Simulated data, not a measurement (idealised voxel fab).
Title: Process Module voxel trench capacitor
The cross-section shown here is cut; it is 225 nm wide and divided into square cells measuring 5 nm on a side.
How to read a cross-section here: the picture is a grid of square cells, written as bands going from the top down, and any band can span one or more rows of cells.
Basically the band line says how high the top is and how high the bottom is, in nm, and then what's in it from left to right, every material with its width in nm. Empty space shows up as "air", and if a single material carries "everywhere" it runs the full band edge to edge.
Counting heights begins at 0, where everything beneath is, in the wafer as received, one material. The lowest band has no bottom; it goes on downwards, as "0 nm and below" shows.
Top row gets the first number, bottom row gets the second, and each row in between changes by the same step: that is how a band width like "30->40" works.
Key: "no alterations made" - step with no changed cell in the cross-section.
For the entry "Enclosed internal voids", the listed items are empty spaces with no open way to the top whose size is 8 cells or more; each item follows the pattern width x height at distance, where distance is from the left edge and all three are in nm.
That trailing text on a step's line, after the settings, is the simulator's own remark on the step.
overlay nm: mask right of planned place by this much (step with mask). Neg. = left.

[This section lists the process steps that were planned]
1) op RECEIVE | material Si
2) op CONFORMAL_DEP | material SiN | thk nm 10
3) op MASKED_ETCH | tone open | mask id TRENCH | width nm 15 | pitch nm 45 | etch materials SiN | depth nm 10 | overlay nm 0
4) op MASKED_ETCH | tone open | mask id TRENCH | width nm 20 | pitch nm 45 | etch materials Si | depth nm 25 | overlay nm 0
5) op CONFORMAL_DEP | material SiO2 | thk nm 5
6) op FILL_DEP | material polySi | thk nm 5
7) op CMP | height nm 10
The wafers are alike at the start. At step 3, their width nm differs. The plan lists the first wafer's value.

[After step 1, as received: first of several wafers, cross-section]
    0 nm and below  Si everywhere
    Enclosed internal voids: none

[Cross-section of the first of several wafers once the module has run through its last step, step 7]
    10 nm to 0 nm  SiN: 60 / SiO2: 5 / polySi: 5 / SiO2: 5 / SiN: 30 / SiO2: 5 / polySi: 5 / SiO2: 5 / SiN: 30 / SiO2: 5 / polySi: 5 / SiO2: 5 / SiN: 60
    0 nm to -20 nm  Si: 60 / SiO2: 5 / polySi: 5 / SiO2: 5 / Si: 30 / SiO2: 5 / polySi: 5 / SiO2: 5 / Si: 30 / SiO2: 5 / polySi: 5 / SiO2: 5 / Si: 60
    -20 nm to -25 nm  Si: 60 / SiO2: 15 / Si: 30 / SiO2: 15 / Si: 30 / SiO2: 15 / Si: 60
    -25 nm and below  Si everywhere
    Enclosed internal voids: none

[Here's the last wafer cross-sectioned at the end of the module]
    10 nm to 0 nm  SiN: 50 / SiO2: 5->10 / polySi: 20->10 / SiO2: 5->10 / SiN: 15 / SiO2: 5->10 / polySi: 20->10 / SiO2: 5->10 / SiN: 15 / SiO2: 5->10 / polySi: 20->10 / SiO2: 5->10 / SiN: 55
    0 nm to -20 nm  Si: 55 / SiO2: 5 / polySi: 10 / SiO2: 5 / Si: 25 / SiO2: 5 / polySi: 10 / SiO2: 5 / Si: 25 / SiO2: 5 / polySi: 10 / SiO2: 5 / Si: 60
    -20 nm to -25 nm  Si: 55 / SiO2: 20 / Si: 25 / SiO2: 20 / Si: 25 / SiO2: 20 / Si: 60
    -25 nm and below  Si everywhere
    Enclosed internal voids: none

[Here is how to read the rows: every wafer has a row, and it shows the wafer at the end of the module, giving for each material how many cells were gained (+) or lost (-) since the wafer was received, then listing its closed voids]
width nm 15 | -45 Si | +72 SiN | +45 SiO2 | +18 polySi | Enclosed internal voids: none
width nm 20 | -60 Si | +66 SiN | +48 SiO2 | +36 polySi | Enclosed internal voids: none
width nm 25 | -60 Si | +60 SiN | +51 SiO2 | +39 polySi | Enclosed internal voids: none
width nm 30 | -60 Si | +54 SiN | +54 SiO2 | +42 polySi | Enclosed internal voids: none
